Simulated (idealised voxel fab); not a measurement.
You're looking at the process module voxel ribs on slabs.
The width of the displayed cross-section, cut, is 265 nm; its cells are square, with a size of 5 nm.
Think of the cross-section as a grid of square cells. We describe it in bands, top to bottom, and each band covers one or more rows of those cells.
For a band, the entry starts with two heights in nm, that of the top and then that of the bottom, and carries on with the band's materials in order from left to right, each alongside its width in nm; the word "edge to edge" beside a single material means it fills the band edge to edge, and "empty" means empty space.
For the purposes of this specification, 0 denotes the height below which the wafer in its as-received condition is composed wholly of one material, and the lowermost band, lacking a lower limit, extends downward without end, as expressed in "0..down".
With a width like "30->40", each row of cells in the band differs from the next by the same amount, the top row carrying the first number and the bottom row the second.
Key: "no modifications" - step with no changed cell in the cross-section.
Under "Non-vented voids" you'll find the enclosed gaps, the ones with no way out to the top, that are 8 cells or bigger; each reads width x height at distance, with distance counted from the left edge, everything in nm.
That trailing text on a step's line, after the settings, is the simulator's own remark on the step.
overlay nm: mask offset rightward from planned place, masked step; negative means leftward offset.

## plan
| 1 | RECEIVE: material Si |
| 2 | DIRECTIONAL_DEP: material SiO2, thk nm 30 |
| 3 | DIRECTIONAL_DEP: material polySi, thk nm 20 |
| 4 | DIRECTIONAL_DEP: material aC, thk nm 15 |
| 5 | PATTERN: tone cover, mask id RIB, material resist, width nm 30, thk nm 35, overlay nm 0 |
| 6 | DIRECTIONAL_ETCH: etch materials aC, depth nm 15 |
| 7 | STRIP: etch materials resist |
| 8 | DIRECTIONAL_ETCH: etch materials polySi, depth nm 10 |
| 9 | STRIP: etch materials aC |
| 10 | DIRECTIONAL_DEP: material aC, thk nm 10 |
| 11 | PATTERN: tone cover, mask id SLAB, material resist, width nm 80, thk nm 25, overlay nm 0 |
| 12 | DIRECTIONAL_ETCH: etch materials aC, depth nm 10 |
| 13 | STRIP: etch materials resist |
| 14 | DIRECTIONAL_ETCH: etch materials polySi, depth nm 10 |
| 15 | STRIP: etch materials aC |
| 16 | FILL_DEP: material SiO2, thk nm 25 |
| 17 | CMP: height nm 70 |
| 18 | DIRECTIONAL_DEP: material W, thk nm 10 |
| 19 | MASKED_ETCH: tone cover, mask id HEATER, width nm 40, etch materials W, depth nm 10, overlay nm 0 |
| 20 | CONFORMAL_DEP: material SiO2, thk nm 10 |

## Cross-section of the wafer at receipt, which is the condition after step 1
> 0..down: Si edge to edge
> Non-vented voids: none

## Post-module cross-section of the first of two wafers (run per plan)
> 90..80: empty=100; SiO2=60; empty=105
> 80..70: SiO2=110; W=40; SiO2=115
> 70..50: SiO2 edge to edge
> 50..40: SiO2=115; polySi=30; SiO2=120
> 40..30: SiO2=90; polySi=80; SiO2=95
> 30..0: SiO2 edge to edge
> 0..down: Si edge to edge
> Non-vented voids: none

## Cross-sectional image of the second wafer of the two following completion of the module. Starting state and process plan were the same as for the first wafer; one execution error occurred
> 85..80: empty=100; SiO2=60; empty=105
> 80..75: SiO2 edge to edge
> 75..70: SiO2=110; W=40; SiO2=115
> 70..50: SiO2 edge to edge
> 50..40: SiO2=115; polySi=30; SiO2=120
> 40..30: SiO2=90; polySi=80; SiO2=95
> 30..0: SiO2 edge to edge
> 0..down: Si edge to edge
> Non-vented voids: none
Run error: step 18 did not happen as planned, as run it was DIRECTIONAL_DEP: material W, thk nm 5
The closing comparison, in cells, has the second wafer with more or fewer of some materials than the first: SiO2 -4, W -8
